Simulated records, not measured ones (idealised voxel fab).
The process module that follows is named voxel gate over fins.
The cross-section shown here is cut; it is 160 nm wide and divided into square cells measuring 5 nm on a side.
We lay out every cross-section as a grid of square cells and spell it out in bands from the top down, where one band means one or more rows of cells. Look at the band entry: it leads with the top's height and the bottom's height in nm. Then it lists the materials left to right, with a width in nm for each. The word "everywhere" on a single material says that material fills the band edge to edge. The word "empty" is empty space. Height is counted from the level 0, under which the received wafer is composed throughout of one material. The lowest of the bands is not closed at the bottom but continues downward, in the notation "0 down". A width given as "30->40" starts at the first number in the band's top row and ends at the second number in its bottom row, shifting by an equal amount at every step from row to row. The cross-section has no changed cell in any step marked "identical to before". The entry "Voids, sealed" lists the empty spaces that cover at least 8 cells and have no open path to the top. Each is written as width x height at distance, where the distance is measured from the left edge and all three values are in nm. That trailing text on a step's line, after the settings, is the simulator's own remark on the step. overlay nm: on a step with a mask, how far right of its planned place the mask lay; negative means left.

[These are the steps we planned for the process]
1: op RECEIVE | material Si
2: op CONFORMAL_DEP | material SiN | thk nm 10
3: op MASKED_ETCH | tone cover | mask id FINS | width nm 15 | pitch nm 60 | etch materials SiN | depth nm 10 | overlay nm 0
4: op MASKED_ETCH | tone cover | mask id FINS | width nm 15 | pitch nm 60 | etch materials Si | depth nm 35 | overlay nm 0
5: op OXIDIZE | depth nm 5
6: op FILL_DEP | material SiO2 | thk nm 15
7: op CMP | height nm 10
8: op MASKED_ETCH | tone open | mask id RAIL | width nm 15 | etch materials SiO2 | depth nm 40 | overlay nm 0
9: op CONFORMAL_DEP | material TiN | thk nm 5
10: op FILL_DEP | material Ru | thk nm 5
11: op CMP | height nm 10
12: op SELECTIVE_ETCH | etch materials W Ru TiN | depth nm 25
13: op FILL_DEP | material SiO2 | thk nm 5
14: op CMP | height nm 10
15: op SELECTIVE_ETCH | etch materials SiO2 | depth nm 20
16: op STRIP | etch materials SiN
17: op CONFORMAL_DEP | material HfO2 | thk nm 5
18: op CONFORMAL_DEP | material TiN | thk nm 5
19: op CONFORMAL_DEP | material TiAl | thk nm 5
20: op CONFORMAL_DEP | material TiN | thk nm 5
21: op FILL_DEP | material W | thk nm 10
22: op CMP | height nm 25
23: op CONFORMAL_DEP | material SiN | thk nm 10

[Cross-section of the incoming wafer, state after step 1]
0 down | Si everywhere
Voids, sealed: none

[Below is the wafer in cross-section after the module was completed. It began from the starting point shown above and followed the plan shown above, except that one mistake was made while running it]
35 to 25 | SiN everywhere
25 to 15 | W everywhere
15 to 5 | W 30 nm, then TiN 35 nm, then W 25 nm, then TiN 35 nm, then W 35 nm
5 to 0 | TiN 40 nm, then HfO2 15 nm, then TiN 45 nm, then HfO2 15 nm, then TiN 45 nm
0 to -5 | TiN 40 nm, then HfO2 5 nm, then Si 5 nm, then HfO2 5 nm, then TiN 45 nm, then HfO2 5 nm, then Si 5 nm, then HfO2 5 nm, then TiN 45 nm
-5 to -10 | HfO2 45 nm, then Si 5 nm, then HfO2 55 nm, then Si 5 nm, then HfO2 50 nm
-10 to -15 | SiO2 45 nm, then Si 5 nm, then SiO2 55 nm, then Si 5 nm, then SiO2 50 nm
-15 to -25 | SiO2 45 nm, then Si 5 nm, then SiO2 20 nm, then TiN 5 nm, then Ru 5 nm, then TiN 5 nm, then SiO2 20 nm, then Si 5 nm, then SiO2 50 nm
-25 to -30 | SiO2 45 nm, then Si 5 nm, then SiO2 20 nm, then TiN 15 nm, then SiO2 20 nm, then Si 5 nm, then SiO2 50 nm
-30 to -40 | SiO2 45 nm, then Si 5 nm, then SiO2 55 nm, then Si 5 nm, then SiO2 50 nm
-40 down | Si everywhere
Voids, sealed: none
It is concluded that the wafer was processed incorrectly with respect to the plan, in that no execution of plan step 19; skipped
